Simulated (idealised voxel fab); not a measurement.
This is a process module. Its name is voxel gate over fins.
FYI the section here is cut, 275 nm wide, cells are 5 nm squares.
Heads up, the way a cross-section reads in here is a grid of square cells, handed over as bands from the top down, with every band being one or more rows of cells.
What a band's entry tells you: where the top is and where the bottom is, as heights in nm, and after that what lies inside, material by material from left to right, each with its width in nm. Empty space is written as the word "empty", and a single material marked with the word "throughout" occupies the band from edge to edge.
Where do heights start? At 0: under that level the wafer as delivered is made of one material only. And the lowest band has no floor; it just carries on downward, as in "top 0, no bottom".
Top row gets the first number, bottom row gets the second, and each row in between changes by the same step: that is how a band width like "30..40" works.
You'll sometimes find "no modifications" written for a step, and that's the way of saying that nowhere in the cross-section did a cell change during that step.
"Sealed void list": empty spaces of 8 cells or more with no open way to the top, each given as width x height at distance, distance from the left edge, all in nm.
Anything after a step's settings on that line? It's the simulator's own note about the step.
"overlay nm" answers the question of how far to the right of plan the mask lay on a step that has a mask, and when it is negative the answer is to the left.
Note on reading: below, each pair holds a cross-section from before one process step and one from after it; the one from after shows only down to the lowest band that changed. Beneath the pair, the step in between is stated along with its settings. The pairs can stem from different runs of this module on the same starting wafer. Where a pair's entry headed "State on entry" says so, and only there, that pair continues from the pair above it.

STATE ON ENTRY
  top 20, bottom 10 | aC 80  empty 15  aC 180
  top 10, bottom 0 | SiN 55  SiO2 15  SiN 35  SiO2 15  SiN 35  SiO2 15  SiN 35  SiO2 15  SiN 55
  top 0, bottom -45 | Si 50  SiO2 25  Si 25  SiO2 25  Si 25  SiO2 25  Si 25  SiO2 25  Si 50
  top -45, no bottom | Si throughout
  Sealed void list: none

RESULTING STRUCTURE
  top 10, bottom 0 | SiN 55  SiO2 15  SiN 35  SiO2 15  SiN 35  SiO2 15  SiN 35  SiO2 15  SiN 55
  Beneath the level 0, the cross-section is identical to its previous state.
  Sealed void list: none
Can you say which step sits between the two cross-sections above? STRIP, etch materials aC

State on entry: per the after cross-section of the pair just above.

RESULTING STRUCTURE
  top 15, bottom 10 | TiN throughout
  Beneath the level 10, the cross-section is identical to its previous state.
  Sealed void list: none
Can you say which step sits between the two cross-sections above? CONFORMAL_DEP, material TiN, thk nm 5

State on entry: per the after cross-section of the pair just above.

RESULTING STRUCTURE
  top 20, bottom 15 | Ru throughout
  Beneath the level 15, the cross-section is identical to its previous state.
  Sealed void list: none
Can you say which step sits between the two cross-sections above? FILL_DEP, material Ru, thk nm 5

State on entry: per the after cross-section of the pair just above.

RESULTING STRUCTURE
  top 10, bottom 0 | SiN 55  SiO2 15  SiN 35  SiO2 15  SiN 35  SiO2 15  SiN 35  SiO2 15  SiN 55
  Beneath the level 0, the cross-section is identical to its previous state.
  Sealed void list: none
Can you say which step sits between the two cross-sections above? CMP, height nm 10

State on entry: per the after cross-section of the pair just above.

RESULTING STRUCTURE
  top 15, bottom 10 | SiO2 throughout
  Beneath the level 10, the cross-section is identical to its previous state.
  Sealed void list: none
Can you say which step sits between the two cross-sections above? FILL_DEP, material SiO2, thk nm 5

STATE ON ENTRY
  top 10, bottom 0 | SiN 55  SiO2 15  SiN 35  SiO2 15  SiN 35  SiO2 15  SiN 35  SiO2 15  SiN 55
  top 0, bottom -45 | Si 50  SiO2 25  Si 25  SiO2 25  Si 25  SiO2 25  Si 25  SiO2 25  Si 50
  top -45, no bottom | Si throughout
  Sealed void list: none

RESULTING STRUCTURE
  top 10, bottom 0 | SiN 55  empty 15  SiN 35  empty 15  SiN 35  empty 15  SiN 35  empty 15  SiN 55
  top 0, bottom -10 | Si 50  empty 25  Si 25  empty 25  Si 25  empty 25  Si 25  empty 25  Si 50
  Beneath the level -10, the cross-section is identical to its previous state.
  Sealed void list: none
Can you say which step sits between the two cross-sections above? SELECTIVE_ETCH, etch materials SiO2, depth nm 20

State on entry: per the after cross-section of the pair just above.

RESULTING STRUCTURE
  top 0, bottom -10 | Si 50  empty 25  Si 25  empty 25  Si 25  empty 25  Si 25  empty 25  Si 50
  Beneath the level -10, the cross-section is identical to its previous state.
  Sealed void list: none
Can you say which step sits between the two cross-sections above? STRIP, etch materials SiN

State on entry: per the after cross-section of the pair just above.

RESULTING STRUCTURE
  top 5, bottom 0 | HfO2 55  empty 15  HfO2 35  empty 15  HfO2 35  empty 15  HfO2 35  empty 15  HfO2 55
  top 0, bottom -5 | Si 50  HfO2 5  empty 15  HfO2 5  Si 25  HfO2 5  empty 15  HfO2 5  Si 25  HfO2 5  empty 15  HfO2 5  Si 25  HfO2 5  empty 15  HfO2 5  Si 50
  top -5, bottom -10 | Si 50  HfO2 25  Si 25  HfO2 25  Si 25  HfO2 25  Si 25  HfO2 25  Si 50
  Beneath the level -10, the cross-section is identical to its previous state.
  Sealed void list: none
Can you say which step sits between the two cross-sections above? CONFORMAL_DEP, material HfO2, thk nm 5

State on entry: per the after cross-section of the pair just above.

RESULTING STRUCTURE
  top 10, bottom 5 | TiN 60  empty 5  TiN 45  empty 5  TiN 45  empty 5  TiN 45  empty 5  TiN 60
  top 5, bottom 0 | HfO2 55  TiN 5  empty 5  TiN 5  HfO2 35  TiN 5  empty 5  TiN 5  HfO2 35  TiN 5  empty 5  TiN 5  HfO2 35  TiN 5  empty 5  TiN 5  HfO2 55
  top 0, bottom -5 | Si 50  HfO2 5  TiN 15  HfO2 5  Si 25  HfO2 5  TiN 15  HfO2 5  Si 25  HfO2 5  TiN 15  HfO2 5  Si 25  HfO2 5  TiN 15  HfO2 5  Si 50
  Beneath the level -5, the cross-section is identical to its previous state.
  Sealed void list: none
Can you say which step sits between the two cross-sections above? CONFORMAL_DEP, material TiN, thk nm 5

State on entry: per the after cross-section of the pair just above.

RESULTING STRUCTURE
  top 15, bottom 10 | TiAl throughout
  top 10, bottom 5 | TiN 60  TiAl 5  TiN 45  TiAl 5  TiN 45  TiAl 5  TiN 45  TiAl 5  TiN 60
  top 5, bottom 0 | HfO2 55  TiN 5  TiAl 5  TiN 5  HfO2 35  TiN 5  TiAl 5  TiN 5  HfO2 35  TiN 5  TiAl 5  TiN 5  HfO2 35  TiN 5  TiAl 5  TiN 5  HfO2 55
  Beneath the level 0, the cross-section is identical to its previous state.
  Sealed void list: none
Can you say which step sits between the two cross-sections above? CONFORMAL_DEP, material TiAl, thk nm 5

State on entry: per the after cross-section of the pair just above.

RESULTING STRUCTURE
  top 20, bottom 15 | TiN throughout
  Beneath the level 15, the cross-section is identical to its previous state.
  Sealed void list: none
Can you say which step sits between the two cross-sections above? CONFORMAL_DEP, material TiN, thk nm 5

State on entry: per the after cross-section of the pair just above.

RESULTING STRUCTURE
  top 35, bottom 20 | W throughout
  Beneath the level 20, the cross-section is identical to its previous state.
  Sealed void list: none
Can you say which step sits between the two cross-sections above? FILL_DEP, material W, thk nm 15

State on entry: per the after cross-section of the pair just above.

RESULTING STRUCTURE
  top 30, bottom 20 | W throughout
  Beneath the level 20, the cross-section is identical to its previous state.
  Sealed void list: none
Can you say which step sits between the two cross-sections above? CMP, height nm 30

State on entry: per the after cross-section of the pair just above.

RESULTING STRUCTURE
  top 35, bottom 30 | SiCN throughout
  Beneath the level 30, the cross-section is identical to its previous state.
  Sealed void list: none
Can you say which step sits between the two cross-sections above? CONFORMAL_DEP, material SiCN, thk nm 5
